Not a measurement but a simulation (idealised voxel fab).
Herein follows the process module entitled voxel wiring stack.
For reference, the cross-section in this document is cut, with width 285 nm and square cells of 5 nm.
The cross-sections in this document take the form of a grid made of square cells. They are written out as bands, in order from top to bottom. Each band consists of one or more rows of cells. Quick guide to a band line: top height, bottom height (nm) up front; then every material left to right with its width in nm. Only one material and it's marked "full width"? Then it fills the band edge to edge. And "empty" just means empty space. Height is counted from the level 0, under which the received wafer is composed throughout of one material. The lowest of the bands is not closed at the bottom but continues downward, in the notation "0 and below". Width spec "30->40" -> top row of cells at first value, bottom row at second value, equal per-row change in between. Take "nothing different" at face value: in the step it is given for, the cross-section changed in none of its cells. The list in "Closed void register" covers empty spaces of 8 cells or more that cannot reach the top through any open way, and it gives each as width x height at distance; the distance is from the left edge, and width, height and distance are in nm. Where a step's line continues beyond its settings, the continuation is a remark by the simulator itself on that step. overlay nm: mask right of planned place by this much (step with mask). Neg. = left.

# List of planned process steps
step 1: RECEIVE, material Si
step 2: CONFORMAL_DEP, material SiO2, thk nm 15
step 3: CONFORMAL_DEP, material SiN, thk nm 5
step 4: DIRECTIONAL_DEP, material SiO2, thk nm 20
step 5: DIRECTIONAL_DEP, material aC, thk nm 15
step 6: PATTERN, tone open, mask id METAL_1, material resist, width nm 25, pitch nm 50, thk nm 35, overlay nm 0
step 7: DIRECTIONAL_ETCH, etch materials aC, depth nm 15
step 8: STRIP, etch materials resist
step 9: DIRECTIONAL_ETCH, etch materials SiO2, depth nm 20
step 10: DIRECTIONAL_ETCH, etch materials SiN, depth nm 5
step 11: STRIP, etch materials aC
step 12: CONFORMAL_DEP, material TiN, thk nm 5
step 13: FILL_DEP, material W, thk nm 5
step 14: CMP, height nm 40
step 15: EPI, material Ru, thk nm 5
step 16: FILL_DEP, material SiCN, thk nm 5
step 17: DIRECTIONAL_DEP, material SiO2, thk nm 15
step 18: PATTERN, tone open, mask id PLUG_1, material resist, width nm 15, pitch nm 50, thk nm 20, overlay nm 0
step 19: DIRECTIONAL_ETCH, etch materials SiO2, depth nm 15
step 20: DIRECTIONAL_ETCH, etch materials SiCN, depth nm 5
step 21: STRIP, etch materials resist
step 22: CONFORMAL_DEP, material TiN, thk nm 5
step 23: FILL_DEP, material Ru, thk nm 10
step 24: CMP, height nm 65
step 25: CONFORMAL_DEP, material SiN, thk nm 5
step 26: DIRECTIONAL_DEP, material lowk, thk nm 20
step 27: MASKED_ETCH, tone open, mask id METAL_2, width nm 25, pitch nm 50, etch materials lowk, depth nm 20, overlay nm 0
step 28: MASKED_ETCH, tone open, mask id METAL_2, width nm 25, pitch nm 50, etch materials SiN, depth nm 5, overlay nm 0
step 29: CONFORMAL_DEP, material TiN, thk nm 5
step 30: FILL_DEP, material Cu, thk nm 5
step 31: CMP, height nm 90
step 32: CONFORMAL_DEP, material SiCN, thk nm 5

# What follows covers the first of two wafers; it ran as planned

# Here's what the wafer looked like in cross-section when it arrived - that's after step 1
  0 and below  Si full width
  Closed void register: none

# Wafer xsec, post step 2
  15 down to 0  SiO2 full width
  Below 0 it's all the same as before, nothing changed down there.

# Wafer xsec, post step 3
  20 down to 15  SiN full width
  Below 15 it's all the same as before, nothing changed down there.

# Wafer xsec, post step 4
  40 down to 20  SiO2 full width
  Below 20 it's all the same as before, nothing changed down there.

# Wafer xsec, post step 5
  55 down to 40  aC full width
  Below 40 it's all the same as before, nothing changed down there.

# Wafer xsec, post step 6
  90 down to 55  resist=80; empty=25; resist=25; empty=25; resist=25; empty=25; resist=80
  Below 55 it's all the same as before, nothing changed down there.

# Wafer xsec, post step 7
  75 down to 55  resist=80; empty=25; resist=25; empty=25; resist=25; empty=25; resist=80
  55 down to 40  aC=80; empty=25; aC=25; empty=25; aC=25; empty=25; aC=80
  Below 40 it's all the same as before, nothing changed down there.

# Wafer xsec, post step 8
  55 down to 40  aC=80; empty=25; aC=25; empty=25; aC=25; empty=25; aC=80
  Below 40 it's all the same as before, nothing changed down there.

# Wafer xsec, post step 9
  55 down to 40  aC=80; empty=25; aC=25; empty=25; aC=25; empty=25; aC=80
  40 down to 20  SiO2=80; empty=25; SiO2=25; empty=25; SiO2=25; empty=25; SiO2=80
  Below 20 it's all the same as before, nothing changed down there.

# Wafer xsec, post step 10
  55 down to 40  aC=80; empty=25; aC=25; empty=25; aC=25; empty=25; aC=80
  40 down to 20  SiO2=80; empty=25; SiO2=25; empty=25; SiO2=25; empty=25; SiO2=80
  20 down to 15  SiN=80; empty=25; SiN=25; empty=25; SiN=25; empty=25; SiN=80
  Below 15 it's all the same as before, nothing changed down there.

# Wafer xsec, post step 11
  40 down to 20  SiO2=80; empty=25; SiO2=25; empty=25; SiO2=25; empty=25; SiO2=80
  Below 20 it's all the same as before, nothing changed down there.

# Wafer xsec, post step 12
  45 down to 40  TiN=85; empty=15; TiN=35; empty=15; TiN=35; empty=15; TiN=85
  40 down to 20  SiO2=80; TiN=5; empty=15; TiN=5; SiO2=25; TiN=5; empty=15; TiN=5; SiO2=25; TiN=5; empty=15; TiN=5; SiO2=80
  20 down to 15  SiN=80; TiN=25; SiN=25; TiN=25; SiN=25; TiN=25; SiN=80
  Below 15 it's all the same as before, nothing changed down there.

# Wafer xsec, post step 13
  50 down to 45  W full width
  45 down to 40  TiN=85; W=15; TiN=35; W=15; TiN=35; W=15; TiN=85
  40 down to 20  SiO2=80; TiN=5; W=15; TiN=5; SiO2=25; TiN=5; W=15; TiN=5; SiO2=25; TiN=5; W=15; TiN=5; SiO2=80
  Below 20 it's all the same as before, nothing changed down there.

# Wafer xsec, post step 14
  40 down to 20  SiO2=80; TiN=5; W=15; TiN=5; SiO2=25; TiN=5; W=15; TiN=5; SiO2=25; TiN=5; W=15; TiN=5; SiO2=80
  Below 20 it's all the same as before, nothing changed down there.

# Wafer xsec, post step 15
  45 down to 40  empty=75; Ru=35; empty=15; Ru=35; empty=15; Ru=35; empty=75
  Below 40 it's all the same as before, nothing changed down there.

# Wafer xsec, post step 16
  50 down to 45  SiCN full width
  45 down to 40  SiCN=75; Ru=35; SiCN=15; Ru=35; SiCN=15; Ru=35; SiCN=75
  Below 40 it's all the same as before, nothing changed down there.

# Wafer xsec, post step 17
  65 down to 50  SiO2 full width
  Below 50 it's all the same as before, nothing changed down there.

# Wafer xsec, post step 18
  85 down to 65  resist=80; empty=15; resist=35; empty=15; resist=35; empty=15; resist=90
  Below 65 it's all the same as before, nothing changed down there.

# Wafer xsec, post step 19
  85 down to 65  resist=80; empty=15; resist=35; empty=15; resist=35; empty=15; resist=90
  65 down to 50  SiO2=80; empty=15; SiO2=35; empty=15; SiO2=35; empty=15; SiO2=90
  Below 50 it's all the same as before, nothing changed down there.

# Wafer xsec, post step 20
  85 down to 65  resist=80; empty=15; resist=35; empty=15; resist=35; empty=15; resist=90
  65 down to 50  SiO2=80; empty=15; SiO2=35; empty=15; SiO2=35; empty=15; SiO2=90
  50 down to 45  SiCN=80; empty=15; SiCN=35; empty=15; SiCN=35; empty=15; SiCN=90
  Below 45 it's all the same as before, nothing changed down there.

# Wafer xsec, post step 21
  65 down to 50  SiO2=80; empty=15; SiO2=35; empty=15; SiO2=35; empty=15; SiO2=90
  Below 50 it's all the same as before, nothing changed down there.

# Wafer xsec, post step 22
  70 down to 65  TiN=85; empty=5; TiN=45; empty=5; TiN=45; empty=5; TiN=95
  65 down to 50  SiO2=80; TiN=5; empty=5; TiN=5; SiO2=35; TiN=5; empty=5; TiN=5; SiO2=35; TiN=5; empty=5; TiN=5; SiO2=90
  50 down to 45  SiCN=80; TiN=15; SiCN=35; TiN=15; SiCN=35; TiN=15; SiCN=90
  Below 45 it's all the same as before, nothing changed down there.

# Wafer xsec, post step 23
  80 down to 70  Ru full width
  70 down to 65  TiN=85; Ru=5; TiN=45; Ru=5; TiN=45; Ru=5; TiN=95
  65 down to 50  SiO2=80; TiN=5; Ru=5; TiN=5; SiO2=35; TiN=5; Ru=5; TiN=5; SiO2=35; TiN=5; Ru=5; TiN=5; SiO2=90
  Below 50 it's all the same as before, nothing changed down there.

# Wafer xsec, post step 24
  65 down to 50  SiO2=80; TiN=5; Ru=5; TiN=5; SiO2=35; TiN=5; Ru=5; TiN=5; SiO2=35; TiN=5; Ru=5; TiN=5; SiO2=90
  Below 50 it's all the same as before, nothing changed down there.

# Wafer xsec, post step 25
  70 down to 65  SiN full width
  Below 65 it's all the same as before, nothing changed down there.

# Wafer xsec, post step 26
  90 down to 70  lowk full width
  Below 70 it's all the same as before, nothing changed down there.

# Wafer xsec, post step 27
  90 down to 70  lowk=80; empty=25; lowk=25; empty=25; lowk=25; empty=25; lowk=80
  Below 70 it's all the same as before, nothing changed down there.

# Wafer xsec, post step 28
  90 down to 70  lowk=80; empty=25; lowk=25; empty=25; lowk=25; empty=25; lowk=80
  70 down to 65  SiN=80; empty=25; SiN=25; empty=25; SiN=25; empty=25; SiN=80
  Below 65 it's all the same as before, nothing changed down there.

# Wafer xsec, post step 29
  95 down to 90  TiN=85; empty=15; TiN=35; empty=15; TiN=35; empty=15; TiN=85
  90 down to 70  lowk=80; TiN=5; empty=15; TiN=5; lowk=25; TiN=5; empty=15; TiN=5; lowk=25; TiN=5; empty=15; TiN=5; lowk=80
  70 down to 65  SiN=80; TiN=25; SiN=25; TiN=25; SiN=25; TiN=25; SiN=80
  Below 65 it's all the same as before, nothing changed down there.

# Wafer xsec, post step 30
  100 down to 95  Cu full width
  95 down to 90  TiN=85; Cu=15; TiN=35; Cu=15; TiN=35; Cu=15; TiN=85
  90 down to 70  lowk=80; TiN=5; Cu=15; TiN=5; lowk=25; TiN=5; Cu=15; TiN=5; lowk=25; TiN=5; Cu=15; TiN=5; lowk=80
  Below 70 it's all the same as before, nothing changed down there.

# Wafer xsec, post step 31
  90 down to 70  lowk=80; TiN=5; Cu=15; TiN=5; lowk=25; TiN=5; Cu=15; TiN=5; lowk=25; TiN=5; Cu=15; TiN=5; lowk=80
  Below 70 it's all the same as before, nothing changed down there.

# Wafer xsec, post step 32
  95 down to 90  SiCN full width
  Below 90 it's all the same as before, nothing changed down there.

# What follows concerns the second wafer, which started out like the first and was meant to follow the very same plan; one mistake crept in when it was run, but everything up to and including step 26 is the same as for the first wafer

# Cross-section of the second wafer when, according to plan, step 27 should have finished
  90 down to 70  lowk=85; empty=20; lowk=30; empty=20; lowk=30; empty=20; lowk=80
  Below 70 it's all the same as before, nothing changed down there.

# Cross-section of the second wafer when, according to plan, step 28 should have finished
  90 down to 70  lowk=85; empty=20; lowk=30; empty=20; lowk=30; empty=20; lowk=80
  70 down to 65  SiN=85; empty=20; SiN=30; empty=20; SiN=30; empty=20; SiN=80
  Below 65 it's all the same as before, nothing changed down there.

# Cross-section of the second wafer when, according to plan, step 29 should have finished
  95 down to 90  TiN=90; empty=10; TiN=40; empty=10; TiN=40; empty=10; TiN=85
  90 down to 70  lowk=85; TiN=5; empty=10; TiN=5; lowk=30; TiN=5; empty=10; TiN=5; lowk=30; TiN=5; empty=10; TiN=5; lowk=80
  70 down to 65  SiN=85; TiN=20; SiN=30; TiN=20; SiN=30; TiN=20; SiN=80
  Below 65 it's all the same as before, nothing changed down there.

# Cross-section of the second wafer when, according to plan, step 30 should have finished
  100 down to 95  Cu full width
  95 down to 90  TiN=90; Cu=10; TiN=40; Cu=10; TiN=40; Cu=10; TiN=85
  90 down to 70  lowk=85; TiN=5; Cu=10; TiN=5; lowk=30; TiN=5; Cu=10; TiN=5; lowk=30; TiN=5; Cu=10; TiN=5; lowk=80
  Below 70 it's all the same as before, nothing changed down there.

# Cross-section of the second wafer when, according to plan, step 31 should have finished
  90 down to 70  lowk=85; TiN=5; Cu=10; TiN=5; lowk=30; TiN=5; Cu=10; TiN=5; lowk=30; TiN=5; Cu=10; TiN=5; lowk=80
  Below 70 it's all the same as before, nothing changed down there.

# Cross-section of the second wafer when, according to plan, step 32 should have finished
  95 down to 90  SiCN full width
  Below 90 it's all the same as before, nothing changed down there.
Want to know what went wrong? in deviation from the planned setting, step 27 was conducted as MASKED_ETCH, tone open, mask id METAL_2, width nm 20, pitch nm 50, etch materials lowk, depth nm 20, overlay nm 0
Heads up, by the end the second wafer has more or fewer cells of some materials compared to the first: -12 Cu | +3 SiN | -3 TiN | +12 lowk
